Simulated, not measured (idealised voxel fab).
Process module name: voxel trench capacitor
Cross-sectional view cut (width: 265 nm; square cell size: 5 nm).
Just so we're on the same page, the cross-sections are grids of square cells, and they're listed out in bands top to bottom, each band one or more rows deep.
Quick guide to a band line: top height, bottom height (nm) up front; then every material left to right with its width in nm. Only one material and it's marked "everywhere"? Then it fills the band edge to edge. And "empty" just means empty space.
Heads up on the height convention: 0 is the point under which the incoming wafer is all one material, and the lowest band has no bottom, it just keeps going down, like "z 0 and below".
A width such as "30..40" changes by the same amount from each row of cells to the next, from the band's top row to its bottom row.
Where a step carries "no change", the cross-section came out of it unchanged, cell for cell.
In "Closed void table" the enclosed voids are listed, meaning empty spaces of 8 cells or larger without any opening to the top. The form is width x height at distance, distance from the left edge, units nm.
What comes after the settings on a step's line is commentary from the simulator itself on that step.
You can add "overlay nm" to a step's line. For a step with a mask, it describes how far the mask lay to the right of its planned position, and a negative number describes a lay to the left.
The planned process steps are enumerated hereunder:
| 1 | RECEIVE, material Si |
| 2 | CONFORMAL_DEP, material SiN, thk nm 5 |
| 3 | MASKED_ETCH, tone open, mask id TRENCH, width nm 25, pitch nm 45, etch materials SiN, depth nm 5, overlay nm 0 |
| 4 | MASKED_ETCH, tone open, mask id TRENCH, width nm 25, pitch nm 45, etch materials Si, depth nm 30, overlay nm 0 |
| 5 | CONFORMAL_DEP, material HfO2, thk nm 5 |
| 6 | CONFORMAL_DEP, material TiN, thk nm 5 |
| 7 | FILL_DEP, material W, thk nm 5 |
| 8 | CMP, height nm 5 |
Cross-section of the wafer at receipt, which is the condition after step 1:
	z 0 and below: Si everywhere
	Closed void table: none
Cross-sectional view of the first of the two wafers upon completion of the module, processed in accordance with the plan:
	z 5 to 0: 75 of SiN  5 of HfO2  5 of TiN  5 of W  5 of TiN  5 of HfO2  20 of SiN  5 of HfO2  5 of TiN  5 of W  5 of TiN  5 of HfO2  20 of SiN  5 of HfO2  5 of TiN  5 of W  5 of TiN  5 of HfO2  75 of SiN
	z 0 to -20: 75 of Si  5 of HfO2  5 of TiN  5 of W  5 of TiN  5 of HfO2  20 of Si  5 of HfO2  5 of TiN  5 of W  5 of TiN  5 of HfO2  20 of Si  5 of HfO2  5 of TiN  5 of W  5 of TiN  5 of HfO2  75 of Si
	z -20 to -25: 75 of Si  5 of HfO2  15 of TiN  5 of HfO2  20 of Si  5 of HfO2  15 of TiN  5 of HfO2  20 of Si  5 of HfO2  15 of TiN  5 of HfO2  75 of Si
	z -25 to -30: 75 of Si  25 of HfO2  20 of Si  25 of HfO2  20 of Si  25 of HfO2  75 of Si
	z -30 and below: Si everywhere
	Closed void table: none
Here's the second of our two wafers sectioned at module end. Same start as the first, same plan, but one mistake got made running it:
	z 15 to 10: 85 of TiN  5 of W  40 of TiN  5 of W  40 of TiN  5 of W  85 of TiN
	z 10 to 5: 80 of HfO2  5 of TiN  5 of W  5 of TiN  30 of HfO2  5 of TiN  5 of W  5 of TiN  30 of HfO2  5 of TiN  5 of W  5 of TiN  80 of HfO2
	z 5 to 0: 75 of SiN  5 of HfO2  5 of TiN  5 of W  5 of TiN  5 of HfO2  20 of SiN  5 of HfO2  5 of TiN  5 of W  5 of TiN  5 of HfO2  20 of SiN  5 of HfO2  5 of TiN  5 of W  5 of TiN  5 of HfO2  75 of SiN
	z 0 to -20: 75 of Si  5 of HfO2  5 of TiN  5 of W  5 of TiN  5 of HfO2  20 of Si  5 of HfO2  5 of TiN  5 of W  5 of TiN  5 of HfO2  20 of Si  5 of HfO2  5 of TiN  5 of W  5 of TiN  5 of HfO2  75 of Si
	z -20 to -25: 75 of Si  5 of HfO2  15 of TiN  5 of HfO2  20 of Si  5 of HfO2  15 of TiN  5 of HfO2  20 of Si  5 of HfO2  15 of TiN  5 of HfO2  75 of Si
	z -25 to -30: 75 of Si  25 of HfO2  20 of Si  25 of HfO2  20 of Si  25 of HfO2  75 of Si
	z -30 and below: Si everywhere
	Closed void table: none
Deviation noted in wafer processing: step 8 off recipe, ran as CMP, height nm 15
at the end the second wafer has, in cells: HfO2: 44 more | TiN: 56 more | W: 6 more
